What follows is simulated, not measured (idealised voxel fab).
process module | voxel lift off
cross-section cut | 260 nm wide | cells 5 nm
A cross-section is a grid of square cells, given in bands from the top down. A band is one or more rows of cells.
Each band's line starts with the height of the band's top and of its bottom, in nm. Then come its materials from left to right, each with its width in nm. One material with "throughout" fills the band from edge to edge. "air" is empty space.
Height 0 is the level under which the wafer as received is all one material. The lowest band goes on downwards, as in "0 down".
A width such as "30 to 40" changes by the same amount from each row of cells to the next, from the band's top row to its bottom row.
"no change" after a step means that no cell of the cross-section changed.
closed voids: empty space of 8 cells or more with no open way to the top, each as width x height at its distance from the left edge, in nm
after a step's settings: what the simulator itself notes on the step
overlay nm, on a step with a mask: how far to the right of its planned place the mask lay; to the left if negative
plan
1 op RECEIVE | material Si
2 op CONFORMAL_DEP | material SiO2 | thk nm 15
3 op PATTERN | tone open | mask id LINES | material resist | width nm 15 | pitch nm 45 | thk nm 30 | overlay nm 0
4 op DIRECTIONAL_DEP | material Ru | thk nm 15
5 op STRIP | etch materials resist
6 op CONFORMAL_DEP | material SiN | thk nm 5
first wafer, as planned
as received, after step 1
  0 down: Si throughout
  closed voids: none
after step 2
  15 to 0: SiO2 throughout
  below 0: unchanged
after step 3
  45 to 15: resist 100 | air 15 | resist 30 | air 15 | resist 100
  below 15: unchanged
after step 4
  60 to 45: Ru 100 | air 15 | Ru 30 | air 15 | Ru 100
  45 to 30: resist 100 | air 15 | resist 30 | air 15 | resist 100
  30 to 15: resist 100 | Ru 15 | resist 30 | Ru 15 | resist 100
  below 15: unchanged
after step 5
  30 to 15: air 100 | Ru 15 | air 30 | Ru 15 | air 100
  below 15: unchanged
after step 6
  35 to 30: air 95 | SiN 25 | air 20 | SiN 25 | air 95
  30 to 20: air 95 | SiN 5 | Ru 15 | SiN 5 | air 20 | SiN 5 | Ru 15 | SiN 5 | air 95
  20 to 15: SiN 100 | Ru 15 | SiN 30 | Ru 15 | SiN 100
  below 15: unchanged
second wafer: like start, like plan, one mistake. Through step 3 it matches the first wafer
when step 4 should have ended
  55 to 45: Ru 100 | air 15 | Ru 30 | air 15 | Ru 100
  45 to 25: resist 100 | air 15 | resist 30 | air 15 | resist 100
  25 to 15: resist 100 | Ru 15 | resist 30 | Ru 15 | resist 100
  below 15: unchanged
when step 5 should have ended
  25 to 15: air 100 | Ru 15 | air 30 | Ru 15 | air 100
  below 15: unchanged
when step 6 should have ended
  30 to 25: air 95 | SiN 25 | air 20 | SiN 25 | air 95
  25 to 20: air 95 | SiN 5 | Ru 15 | SiN 5 | air 20 | SiN 5 | Ru 15 | SiN 5 | air 95
  20 to 15: SiN 100 | Ru 15 | SiN 30 | Ru 15 | SiN 100
  below 15: unchanged
what went wrong: step 4 ran as: op DIRECTIONAL_DEP | material Ru | thk nm 10
at the end the second wafer has, in cells: 6 fewer of Ru | 4 fewer of SiN
